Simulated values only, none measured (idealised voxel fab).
The following process module bears the name voxel ribs on slabs.
Shown is cross-section cut, with a width of 250 nm and square cells of size 5 nm.
Just so we're on the same page, the cross-sections are grids of square cells, and they're listed out in bands top to bottom, each band one or more rows deep.
This entry defines a band. It first specifies the height of the band's top and the height of its bottom in nm, and then specifies the band's materials from left to right, stating each material with its width in nm. The word "all across" identifies a single material that fills the band from edge to edge, while the word "air" identifies empty space.
All heights in this document are referenced to 0, defined as the level beneath which the wafer, as received, consists entirely of one material. The lowest band is not bounded below; it extends indefinitely downward and is written in the form "0..down".
A width given as "30..40" starts at the first number in the band's top row and ends at the second number in its bottom row, shifting by an equal amount at every step from row to row.
Where the words "no modification" appear for a step, the cross-section shows no cell changed by that step; every cell remained as before.
Look at "Enclosed cavity list" for the closed voids: empty spaces with no open path to the top, sized 8 cells or up. Each is width x height at distance, distance from the left edge, all nm.
It should be noted that, on the line of a given step, the content following the step's settings is a remark produced by the simulator itself with respect to that step.
"overlay nm" on a masked step: distance the mask lay right of its planned place, negative for left.

[These are the steps we planned for the process]
1. RECEIVE: material Si
2. DIRECTIONAL_DEP: material SiO2, thk nm 30
3. DIRECTIONAL_DEP: material polySi, thk nm 20
4. PATTERN: tone cover, mask id RIB, material resist, width nm 30, thk nm 20, overlay nm 0
5. DIRECTIONAL_ETCH: etch materials polySi, depth nm 5
6. STRIP: etch materials resist
7. MASKED_ETCH: tone cover, mask id SLAB, width nm 90, etch materials polySi, depth nm 15, overlay nm 0
8. FILL_DEP: material SiO2, thk nm 15
9. CMP: height nm 60
10. DIRECTIONAL_DEP: material TiN, thk nm 5
11. DIRECTIONAL_DEP: material aC, thk nm 10
12. PATTERN: tone cover, mask id HEATER, material resist, width nm 40, thk nm 25, overlay nm 0
13. DIRECTIONAL_ETCH: etch materials aC, depth nm 10
14. STRIP: etch materials resist
15. DIRECTIONAL_ETCH: etch materials TiN, depth nm 5
16. STRIP: etch materials aC
17. CONFORMAL_DEP: material SiO2, thk nm 10

[Cross-section of the wafer at receipt, which is the condition after step 1]
    0..down: Si all across
    Enclosed cavity list: none

[First of two wafers, end-of-module section, run followed plan]
    75..70: 95 air, then 60 SiO2, then 95 air
    70..65: SiO2 all across
    65..60: 105 SiO2, then 40 TiN, then 105 SiO2
    60..50: SiO2 all across
    50..45: 110 SiO2, then 30 polySi, then 110 SiO2
    45..30: 80 SiO2, then 90 polySi, then 80 SiO2
    30..0: SiO2 all across
    0..down: Si all across
    Enclosed cavity list: none

[End-of-module cross-section of the second wafer: identical starting point and process plan to the first, with one processing mistake]
    75..70: 95 air, then 60 SiO2, then 95 air
    70..65: SiO2 all across
    65..60: 105 SiO2, then 40 TiN, then 105 SiO2
    60..50: SiO2 all across
    50..45: 110 SiO2, then 30 polySi, then 110 SiO2
    45..30: 85 SiO2, then 90 polySi, then 75 SiO2
    30..0: SiO2 all across
    0..down: Si all across
    Enclosed cavity list: none
Finding, execution versus plan: rather than as planned, step 7 actually ran as MASKED_ETCH: tone cover, mask id SLAB, width nm 90, etch materials polySi, depth nm 15, overlay nm 5
Final state: per-material cell counts identical on both wafers; locations differ.
